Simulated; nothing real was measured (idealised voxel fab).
You're looking at the process module voxel transistor to metal.
FYI the section here is cut, 165 nm wide, cells are 5 nm squares.
A cross-section is written here as square cells arranged in a grid, and it is given in bands from the top down, each band taking up one or more rows of cells. Read a band's entry like this: the first values are the height of its top and the height of its bottom in nm, and what follows is the sequence of materials from left to right, each with its width in nm. Note that "blank" is empty space, and that a single material marked "all across" reaches across the band from edge to edge. Heights are measured from 0, the level below which the as-received wafer is all one material; the lowest band has no bottom and continues downward, written as in "0..down". Graded width ("30..40"): value in top row of band = first number; value in bottom row = second number; row-to-row change constant. Step note "nothing changed" = no cross-section cell changed. Entry "Internal closed voids" = empty spaces >= 8 cells with no open way to the top; each as width x height at distance, distance from left edge, all nm. Text after the settings on a step's line: the simulator's own remark on that step. overlay nm, on a step with a mask: how far to the right of its planned place the mask lay; to the left if negative.
The process steps that were planned are listed below:
| 1 | RECEIVE with material Si |
| 2 | CONFORMAL_DEP with material SiO2, thk nm 5 |
| 3 | CONFORMAL_DEP with material SiN, thk nm 10 |
| 4 | DIRECTIONAL_DEP with material aC, thk nm 15 |
| 5 | PATTERN with tone cover, mask id ACTIVE, material resist, width nm 95, thk nm 30, overlay nm 0 |
| 6 | DIRECTIONAL_ETCH with etch materials aC, depth nm 15 |
| 7 | STRIP with etch materials resist |
| 8 | DIRECTIONAL_ETCH with etch materials SiN, depth nm 10 |
| 9 | DIRECTIONAL_ETCH with etch materials SiO2, depth nm 5 |
| 10 | DIRECTIONAL_ETCH with etch materials Si, depth nm 20 |
| 11 | STRIP with etch materials aC |
| 12 | OXIDIZE with depth nm 5 |
| 13 | FILL_DEP with material SiO2, thk nm 15 |
| 14 | CMP with height nm 15 |
| 15 | SELECTIVE_ETCH with etch materials SiO2, depth nm 5 |
| 16 | STRIP with etch materials SiN |
| 17 | SELECTIVE_ETCH with etch materials SiO2, depth nm 5 |
| 18 | OXIDIZE with depth nm 5 |
| 19 | DIRECTIONAL_DEP with material polySi, thk nm 20 |
| 20 | DIRECTIONAL_DEP with material SiCN, thk nm 15 |
| 21 | PATTERN with tone cover, mask id GATE, material resist, width nm 15, thk nm 20, overlay nm 0 |
| 22 | DIRECTIONAL_ETCH with etch materials SiCN, depth nm 25 |
| 23 | DIRECTIONAL_ETCH with etch materials polySi, depth nm 30 |
| 24 | STRIP with etch materials resist |
| 25 | CONFORMAL_DEP with material SiN, thk nm 5 |
| 26 | DIRECTIONAL_ETCH with etch materials SiN, depth nm 5 |
| 27 | DIRECTIONAL_ETCH with etch materials SiO2, depth nm 5 |
| 28 | EPI with material SiGe, thk nm 5 |
| 29 | FILL_DEP with material SiO2, thk nm 10 |
| 30 | CMP with height nm 35 |
| 31 | DIRECTIONAL_DEP with material SiO2, thk nm 10 |
| 32 | PATTERN with tone open, mask id CONTACT, material resist, width nm 20, pitch nm 65, thk nm 15, overlay nm 0 |
| 33 | DIRECTIONAL_ETCH with etch materials SiO2, depth nm 45 |
| 34 | STRIP with etch materials resist |
| 35 | CONFORMAL_DEP with material TiN, thk nm 5 |
| 36 | FILL_DEP with material Ru, thk nm 5 |
| 37 | CMP with height nm 45 |
| 38 | DIRECTIONAL_DEP with material TiN, thk nm 5 |
| 39 | DIRECTIONAL_DEP with material Ru, thk nm 20 |
| 40 | MASKED_ETCH with tone cover, mask id METAL_1, width nm 20, pitch nm 65, etch materials Ru, depth nm 20, overlay nm 0 |
| 41 | MASKED_ETCH with tone cover, mask id METAL_1, width nm 20, pitch nm 65, etch materials TiN, depth nm 5, overlay nm 0 |
| 42 | FILL_DEP with material SiO2, thk nm 10 |
| 43 | CMP with height nm 70 |
| 44 | CONFORMAL_DEP with material SiN, thk nm 5 |
Cross-section of the wafer as it came to us, i.e., already through step 1:
	0..down | Si all across
	Internal closed voids: none
The first of two wafers, cross-sectioned at the end of the module, with the run proceeding as planned:
	75..70 | SiN all across
	70..50 | SiO2 40 nm / Ru 20 nm / SiO2 45 nm / Ru 20 nm / SiO2 40 nm
	50..45 | SiO2 40 nm / TiN 20 nm / SiO2 45 nm / TiN 20 nm / SiO2 40 nm
	45..35 | SiO2 40 nm / TiN 5 nm / Ru 10 nm / TiN 5 nm / SiO2 45 nm / TiN 5 nm / Ru 10 nm / TiN 5 nm / SiO2 40 nm
	35..20 | SiO2 40 nm / TiN 5 nm / Ru 10 nm / TiN 5 nm / SiO2 10 nm / SiN 5 nm / SiCN 15 nm / SiN 5 nm / SiO2 10 nm / TiN 5 nm / Ru 10 nm / TiN 5 nm / SiO2 40 nm
	20..5 | SiO2 40 nm / TiN 5 nm / Ru 10 nm / TiN 5 nm / SiO2 10 nm / SiN 5 nm / polySi 15 nm / SiN 5 nm / SiO2 10 nm / TiN 5 nm / Ru 10 nm / TiN 5 nm / SiO2 40 nm
	5..0 | SiO2 30 nm / SiN 5 nm / SiO2 5 nm / TiN 20 nm / SiO2 10 nm / SiN 5 nm / polySi 15 nm / SiN 5 nm / SiO2 10 nm / TiN 20 nm / SiO2 5 nm / SiN 5 nm / SiO2 30 nm
	0..-5 | SiO2 35 nm / SiGe 35 nm / SiO2 25 nm / SiGe 35 nm / SiO2 35 nm
	-5..-25 | SiO2 40 nm / Si 85 nm / SiO2 40 nm
	-25..down | Si all across
	Internal closed voids: none
Second wafer of the two, sectioned at the end of the module. It began like the first and followed the same plan, but one mistake was made while running it:
	75..70 | SiN all across
	70..50 | SiO2 40 nm / Ru 20 nm / SiO2 45 nm / Ru 20 nm / SiO2 40 nm
	50..45 | SiO2 40 nm / TiN 20 nm / SiO2 45 nm / TiN 20 nm / SiO2 40 nm
	45..35 | SiO2 40 nm / TiN 5 nm / Ru 10 nm / TiN 5 nm / SiO2 45 nm / TiN 5 nm / Ru 10 nm / TiN 5 nm / SiO2 40 nm
	35..20 | SiO2 40 nm / TiN 5 nm / Ru 10 nm / TiN 5 nm / SiO2 10 nm / SiN 5 nm / SiCN 15 nm / SiN 5 nm / SiO2 10 nm / TiN 5 nm / Ru 10 nm / TiN 5 nm / SiO2 40 nm
	20..5 | SiO2 40 nm / TiN 5 nm / Ru 10 nm / TiN 5 nm / SiO2 10 nm / SiN 5 nm / polySi 15 nm / SiN 5 nm / SiO2 10 nm / TiN 5 nm / Ru 10 nm / TiN 5 nm / SiO2 40 nm
	5..0 | SiO2 30 nm / SiN 5 nm / SiO2 5 nm / TiN 20 nm / SiO2 10 nm / SiN 5 nm / polySi 15 nm / SiN 5 nm / SiO2 10 nm / TiN 20 nm / SiO2 5 nm / SiN 5 nm / SiO2 30 nm
	0..-5 | SiO2 35 nm / SiGe 35 nm / SiO2 25 nm / SiGe 35 nm / SiO2 35 nm
	-5..-45 | SiO2 40 nm / Si 85 nm / SiO2 40 nm
	-45..down | Si all across
	Internal closed voids: none
Error vs. plan: plan step 10 was twice executed
FYI, end of process, the second wafer has more or fewer cells of some materials than the first: Si -64 | SiO2 +64
